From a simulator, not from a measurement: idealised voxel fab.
This is a process module. Its name is voxel self aligned contacts.
Square cells of 5 nm make up the cross-section cut, whose width is 180 nm.
Cross-section format: a grid of square cells, given as bands from top to bottom; each band is one or more rows of cells. Look at the band entry: it leads with the top's height and the bottom's height in nm. Then it lists the materials left to right, with a width in nm for each. The word "full width" on a single material says that material fills the band edge to edge. The word "air" is empty space. Basically, 0 is our baseline, since under it the wafer straight out of the box is all one material. The bottom band has no lower end and keeps on going down, so it looks like "z 0 and below". The two numbers in a width such as "30..40" mark its ends across the band: the first belongs to the top row of cells, the second to the bottom row, and from each row to the next the width moves by the same amount. When a step is marked "nothing altered", none of the cells in the cross-section changed during that step. Empty spaces counting at least 8 cells and having no open way to the top are listed in "Non-vented voids". The notation width x height at distance is used for each, the distance being from the left edge and all three values in nm. On each step's line, the part that comes after the settings is the simulator's own comment on the step. overlay nm: how far to the right of its planned place the mask lay on this masked step (negative: to the left).
So here's the lineup of process steps we planned:
1 op RECEIVE | material Si
2 op CONFORMAL_DEP | material SiO2 | thk nm 5
3 op DIRECTIONAL_DEP | material polySi | thk nm 30
4 op DIRECTIONAL_DEP | material SiN | thk nm 20
5 op MASKED_ETCH | tone cover | mask id GATE | width nm 30 | pitch nm 65 | etch materials SiN | depth nm 20 | overlay nm 0
6 op MASKED_ETCH | tone cover | mask id GATE | width nm 20 | pitch nm 65 | etch materials polySi | depth nm 30 | overlay nm 0
7 op CONFORMAL_DEP | material SiN | thk nm 10
8 op DIRECTIONAL_ETCH | etch materials SiN | depth nm 10
9 op FILL_DEP | material SiO2 | thk nm 15
10 op CMP | height nm 65
11 op PATTERN | tone open | mask id CONTACT | material resist | width nm 45 | thk nm 20 | overlay nm 0
12 op DIRECTIONAL_ETCH | etch materials SiO2 | depth nm 65
13 op STRIP | etch materials resist
14 op CONFORMAL_DEP | material TiN | thk nm 5
15 op FILL_DEP | material Ru | thk nm 10
16 op CMP | height nm 65
17 op CONFORMAL_DEP | material SiN | thk nm 5
Split variable: width nm, step 6. Plan value = first wafer. Wafers start alike.
Incoming state of the first of several wafers in cross-section: after step 1:
> z 0 and below  Si full width
> Non-vented voids: none
After the module's final step, step 17: the first of several wafers in cross-section:
> z 70 to 65  SiN full width
> z 65 to 55  SiO2: 65, then TiN: 5..20, then Ru: 35..5, then TiN: 5..20, then SiO2: 70
> z 55 to 35  SiO2: 30, then SiN: 50, then TiN: 5, then Ru: 5, then TiN: 5, then SiN: 50, then SiO2: 35
> z 35 to 5  SiO2: 30, then SiN: 10, then polySi: 30, then SiN: 10, then TiN: 5, then Ru: 5, then TiN: 5, then SiN: 10, then polySi: 30, then SiN: 10, then SiO2: 35
> z 5 to 0  SiO2: 80, then TiN: 15, then SiO2: 85
> z 0 and below  Si full width
> Non-vented voids: none
A cross-section through the last wafer at the close of the module:
> z 70 to 65  SiN full width
> z 65 to 55  SiO2: 65, then TiN: 5..20, then Ru: 35..5, then TiN: 5..20, then SiO2: 70
> z 55 to 40  SiO2: 30, then SiN: 50, then TiN: 5, then Ru: 5, then TiN: 5, then SiN: 50, then SiO2: 35
> z 40 to 35  SiO2: 30, then SiN: 50, then TiN: 15, then SiN: 50, then SiO2: 35
> z 35 to 5  SiO2: 25, then SiN: 10, then polySi: 45, then SiN: 20, then polySi: 45, then SiN: 10, then SiO2: 25
> z 5 to 0  SiO2 full width
> z 0 and below  Si full width
> Non-vented voids: none
The rows of the table below are wafers. Looking at the end of the module, a row counts, for every material, the cells the wafer has gained, shown as (+), or lost, shown as (-), since it was received; its closed voids come next:
width nm 20, +18 Ru, +164 SiN, +217 SiO2, +33 TiN, +72 polySi, Non-vented voids: none
width nm 25, +18 Ru, +164 SiN, +217 SiO2, +33 TiN, +72 polySi, Non-vented voids: none
width nm 30, +18 Ru, +164 SiN, +217 SiO2, +33 TiN, +72 polySi, Non-vented voids: none
width nm 35, +11 Ru, +164 SiN, +212 SiO2, +33 TiN, +84 polySi, Non-vented voids: none
width nm 40, +11 Ru, +164 SiN, +207 SiO2, +26 TiN, +96 polySi, Non-vented voids: none
width nm 45, +11 Ru, +164 SiN, +202 SiO2, +19 TiN, +108 polySi, Non-vented voids: none
